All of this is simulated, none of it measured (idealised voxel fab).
voxel self aligned vias: a process module
Displayed cross-section: cut, width of 210 nm, square cells sized 5 nm.
Square cells in a grid make up a cross-section in this document, and the grid is given as bands, listed from the top down, each one or more rows of cells. Read a band's entry like this: the first values are the height of its top and the height of its bottom in nm, and what follows is the sequence of materials from left to right, each with its width in nm. Note that "empty" is empty space, and that a single material marked "all across" reaches across the band from edge to edge. Heights are reckoned from 0. Under this level, the received wafer is all of one material. The bottommost band is open-ended downward, for example "0 down". The width entry "30->40" should be interpreted row by row: the top row of cells in the band takes the first number, the bottom row takes the second number, and the change between adjacent rows is uniform throughout. Given "identical to before" for a step, no cell of the cross-section differs between before and after that step. "Listed closed voids" specifies each empty space that is not open to the top and that occupies no fewer than 8 cells, using the form width x height at distance, the distance measured from the left edge and all three quantities in nm. On a step's line, text after the settings is the simulator commenting on that step. If you see "overlay nm" on a step's line and that step has a mask, it's telling you how far right of where it was planned the mask ended up; a negative number means it went left instead.
Here's what the planned process steps look like
1. op RECEIVE | material Si
2. op CONFORMAL_DEP | material SiO2 | thk nm 15
3. op CONFORMAL_DEP | material SiCN | thk nm 5
4. op DIRECTIONAL_DEP | material lowk | thk nm 25
5. op PATTERN | tone open | mask id LINES | material resist | width nm 25 | pitch nm 50 | thk nm 20 | overlay nm 0
6. op DIRECTIONAL_ETCH | etch materials lowk | depth nm 25
7. op STRIP | etch materials resist
8. op CONFORMAL_DEP | material TiN | thk nm 5
9. op FILL_DEP | material Ru | thk nm 5
10. op CMP | height nm 45
11. op SELECTIVE_ETCH | etch materials W Ru TiN | depth nm 5
12. op FILL_DEP | material SiN | thk nm 10
13. op CMP | height nm 45
14. op DIRECTIONAL_DEP | material lowk | thk nm 15
15. op PATTERN | tone open | mask id VIAS | material resist | width nm 35 | pitch nm 100 | thk nm 20 | overlay nm 0
16. op DIRECTIONAL_ETCH | etch materials lowk | depth nm 15
17. op DIRECTIONAL_ETCH | etch materials SiN | depth nm 5
18. op STRIP | etch materials resist
19. op CONFORMAL_DEP | material TiN | thk nm 5
20. op FILL_DEP | material Ru | thk nm 5
21. op CMP | height nm 60
22. op CONFORMAL_DEP | material SiN | thk nm 5
Received-state cross-section, reflecting completion of step 1
- 0 down: Si all across
- Listed closed voids: none
Here's the cross-section of the first of our two wafers at the end of the module - it ran as planned
- 65 to 60: SiN all across
- 60 to 50: lowk=35  TiN=5  Ru=25  TiN=5  lowk=65  TiN=5  Ru=25  TiN=5  lowk=40
- 50 to 45: lowk=35  TiN=10  Ru=15  TiN=10  lowk=65  TiN=10  Ru=15  TiN=10  lowk=40
- 45 to 40: lowk=40  TiN=25  lowk=25  SiN=25  lowk=25  TiN=25  lowk=45
- 40 to 25: lowk=40  TiN=5  Ru=15  TiN=5  lowk=25  TiN=5  Ru=15  TiN=5  lowk=25  TiN=5  Ru=15  TiN=5  lowk=45
- 25 to 20: lowk=40  TiN=25  lowk=25  TiN=25  lowk=25  TiN=25  lowk=45
- 20 to 15: SiCN all across
- 15 to 0: SiO2 all across
- 0 down: Si all across
- Listed closed voids: none
Second wafer through the module, sectioned at the end: same beginning and same plan as the first wafer, with one mistake in carrying it out
- 65 to 60: SiN all across
- 60 to 50: lowk=25  TiN=5  Ru=25  TiN=5  lowk=65  TiN=5  Ru=25  TiN=5  lowk=50
- 50 to 45: lowk=25  TiN=20  Ru=10  TiN=5  lowk=65  TiN=20  Ru=10  TiN=5  lowk=50
- 45 to 40: lowk=40  TiN=20  SiN=5  lowk=25  SiN=25  lowk=25  TiN=20  SiN=5  lowk=45
- 40 to 25: lowk=40  TiN=5  Ru=15  TiN=5  lowk=25  TiN=5  Ru=15  TiN=5  lowk=25  TiN=5  Ru=15  TiN=5  lowk=45
- 25 to 20: lowk=40  TiN=25  lowk=25  TiN=25  lowk=25  TiN=25  lowk=45
- 20 to 15: SiCN all across
- 15 to 0: SiO2 all across
- 0 down: Si all across
- Listed closed voids: none
Finding, execution versus plan: step 15, actual vs plan mismatch, actual run op PATTERN | tone open | mask id VIAS | material resist | width nm 35 | pitch nm 100 | thk nm 20 | overlay nm -10
Cell-count delta at end, second wafer over first, by material: Ru: 2 fewer, SiN: 2 more
